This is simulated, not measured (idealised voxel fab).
process module | voxel released beams
cross-section cut | 220 nm wide | cells 5 nm
A cross-section is a grid of square cells, given in bands from the top down. A band is one or more rows of cells.
Each band's line starts with the height of the band's top and of its bottom, in nm. Then come its materials from left to right, each with its width in nm. One material with "throughout" fills the band from edge to edge. "air" is empty space.
Height 0 is the level under which the wafer as received is all one material. The lowest band goes on downwards, as in "0 down".
A width such as "30 to 40" changes by the same amount from each row of cells to the next, from the band's top row to its bottom row.
"no change" after a step means that no cell of the cross-section changed.
closed voids: empty space of 8 cells or more with no open way to the top, each as width x height at its distance from the left edge, in nm
after a step's settings: what the simulator itself notes on the step
overlay nm, on a step with a mask: how far to the right of its planned place the mask lay; to the left if negative
plan
1 op RECEIVE | material Si
2 op CONFORMAL_DEP | material SiN | thk nm 5
3 op DIRECTIONAL_DEP | material SiO2 | thk nm 20
4 op PATTERN | tone open | mask id ANCHOR | material resist | width nm 30 | thk nm 15 | overlay nm 0
5 op DIRECTIONAL_ETCH | etch materials SiO2 | depth nm 20
6 op STRIP | etch materials resist
7 op CONFORMAL_DEP | material polySi | thk nm 10
8 op PATTERN | tone cover | mask id BEAM | material resist | width nm 95 | thk nm 15 | overlay nm 0
9 op DIRECTIONAL_ETCH | etch materials polySi | depth nm 10
10 op STRIP | etch materials resist
11 op STRIP | etch materials SiO2
as received, after step 1
  0 down: Si throughout
  closed voids: none
first wafer at the end, as planned
  35 to 25: air 60 | polySi 15 | air 10 | polySi 70 | air 65
  25 to 15: air 65 | polySi 10 | air 10 | polySi 10 | air 125
  15 to 5: air 65 | polySi 30 | air 125
  5 to 0: SiN throughout
  0 down: Si throughout
  closed voids: none
second wafer at the end: like start, like plan, one mistake
  25 to 15: air 60 | polySi 15 | air 10 | polySi 70 | air 65
  15 to 5: air 65 | polySi 30 | air 125
  5 to 0: SiN throughout
  0 down: Si throughout
  closed voids: none
what went wrong: step 3 ran as: op DIRECTIONAL_DEP | material SiO2 | thk nm 10
at the end the second wafer has, in cells: 8 fewer of polySi
